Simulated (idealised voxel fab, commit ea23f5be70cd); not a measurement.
Documented hereafter: the process module known as voxel trench capacitor.
Pictured: cross-section cut, 285 nm wide, on a grid of 5 nm square cells.
If you're reading a cross-section in this doc, picture square cells in a grid; it comes to you as bands, top ones listed first down to the bottom, and a band can be one or more rows of cells. Top, bottom (nm), then materials left to right with widths (nm); lone material tagged "edge to edge" fills the whole band edge to edge; "empty" = empty space. It should be noted that heights are counted from 0, beneath which the wafer as supplied is of one material throughout, and that the lowest band possesses no lower boundary but continues downward, as written in "0 nm and below". Read "30..40" as a graded width: first number on top, second number at the bottom, same change between each pair of neighbouring rows. "no change occurred" -> step changed no cross-section cell. Listed in "Closed void roster": every empty space of 8 or more cells without an open way to the top. Form: width x height at distance, the distance being from the left edge, all in nm. Whatever follows a step's settings on its line is a remark the simulator itself makes about that step. "overlay nm", when on a step's line for a step with a mask, measures how far to the right of its planned place the mask lay; a negative measure means to the left.
### Listed below are the process steps as planned
1: RECEIVE,material Si
2: CONFORMAL_DEP,material SiN,thk nm 10
3: MASKED_ETCH,tone open,mask id TRENCH,width nm 25,pitch nm 55,etch materials SiN,depth nm 10,overlay nm 0
4: MASKED_ETCH,tone open,mask id TRENCH,width nm 25,pitch nm 55,etch materials Si,depth nm 40,overlay nm 0
5: CONFORMAL_DEP,material HfO2,thk nm 5
6: CONFORMAL_DEP,material TiN,thk nm 5
7: FILL_DEP,material W,thk nm 10
8: CMP,height nm 10
### Cross-section: wafer on arrival = after step 1
	0 nm and below = Si edge to edge
	Closed void roster: none
### What the wafer looks like in cross-section after this module, when it starts as shown above and follows the plan above but one mistake is made in running it
	10 nm to 0 nm = 105 SiN / 5 HfO2 / 15..10 TiN / 5..10 HfO2 / 30 SiN / 5 HfO2 / 15..10 TiN / 5..10 HfO2 / 100 SiN
	0 nm to -35 nm = 105 Si / 5 HfO2 / 10 TiN / 5 HfO2 / 35 Si / 5 HfO2 / 10 TiN / 5 HfO2 / 105 Si
	-35 nm to -40 nm = 105 Si / 20 HfO2 / 35 Si / 20 HfO2 / 105 Si
	-40 nm and below = Si edge to edge
	Closed void roster: none
Diagnosis: step 3 ran differently from the plan; actual operation with settings: MASKED_ETCH,tone open,mask id TRENCH,width nm 25,pitch nm 55,etch materials SiN,depth nm 10,overlay nm 5
